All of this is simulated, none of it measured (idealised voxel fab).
Process module heading - voxel self aligned contacts
Pictured: cross-section cut, 260 nm wide, on a grid of 5 nm square cells.
For the purposes of this document, a cross-section shall be understood as a grid of square cells, specified as bands listed in top-to-bottom order, each band consisting of one or more rows of cells.
Band: top and bottom heights (nm) first, top before bottom; then materials from left to right, widths in nm. "throughout" marks a sole material filling the band edge to edge. "air" denotes empty space.
All heights in this document are referenced to 0, defined as the level beneath which the wafer, as received, consists entirely of one material. The lowest band is not bounded below; it extends indefinitely downward and is written in the form "z 0 and below".
Note: "30 to 40" means the width goes from the first number (top row of the band) to the second number (bottom row) in equal steps per row of cells.
"all unchanged" means the step left every cell of the cross-section as it was.
In "Entrapped voids" the enclosed voids are listed, meaning empty spaces of 8 cells or larger without any opening to the top. The form is width x height at distance, distance from the left edge, units nm.
Read whatever lies past the settings on a step's line as the simulator's own remark about the step.
overlay nm: mask offset rightward from planned place, masked step; negative means leftward offset.
Set out below are the planned steps of the process:
1 op RECEIVE | material Si
2 op CONFORMAL_DEP | material SiO2 | thk nm 5
3 op DIRECTIONAL_DEP | material polySi | thk nm 25
4 op DIRECTIONAL_DEP | material SiN | thk nm 20
5 op DIRECTIONAL_DEP | material aC | thk nm 10
6 op PATTERN | tone cover | mask id GATE | material resist | width nm 25 | pitch nm 70 | thk nm 25 | overlay nm 0
7 op DIRECTIONAL_ETCH | etch materials aC | depth nm 10
8 op STRIP | etch materials resist
9 op DIRECTIONAL_ETCH | etch materials SiN | depth nm 20
10 op DIRECTIONAL_ETCH | etch materials polySi | depth nm 25
11 op STRIP | etch materials aC
12 op CONFORMAL_DEP | material SiN | thk nm 10
13 op DIRECTIONAL_ETCH | etch materials SiN | depth nm 10
14 op FILL_DEP | material SiO2 | thk nm 15
15 op CMP | height nm 55
16 op MASKED_ETCH | tone open | mask id CONTACT | width nm 55 | etch materials SiO2 | depth nm 55 | overlay nm 0
17 op CONFORMAL_DEP | material TiN | thk nm 5
18 op FILL_DEP | material W | thk nm 5
19 op CMP | height nm 55
20 op CONFORMAL_DEP | material SiCN | thk nm 5
Incoming wafer, cross-sectional view, post step 1:
  z 0 and below: Si throughout
  Entrapped voids: none
Look at the cross-section after the module: the wafer started out the way shown above and the plan was the one shown above, yet one mistake was made along the way:
  z 60 to 55: SiCN throughout
  z 55 to 50: 70 SiO2 | 45 SiN | 25 TiN | 45 SiN | 75 SiO2
  z 50 to 30: SiN throughout
  z 30 to 5: polySi throughout
  z 5 to 0: SiO2 throughout
  z 0 and below: Si throughout
  Entrapped voids: none
Error vs. plan: plan step 4 was conducted twice
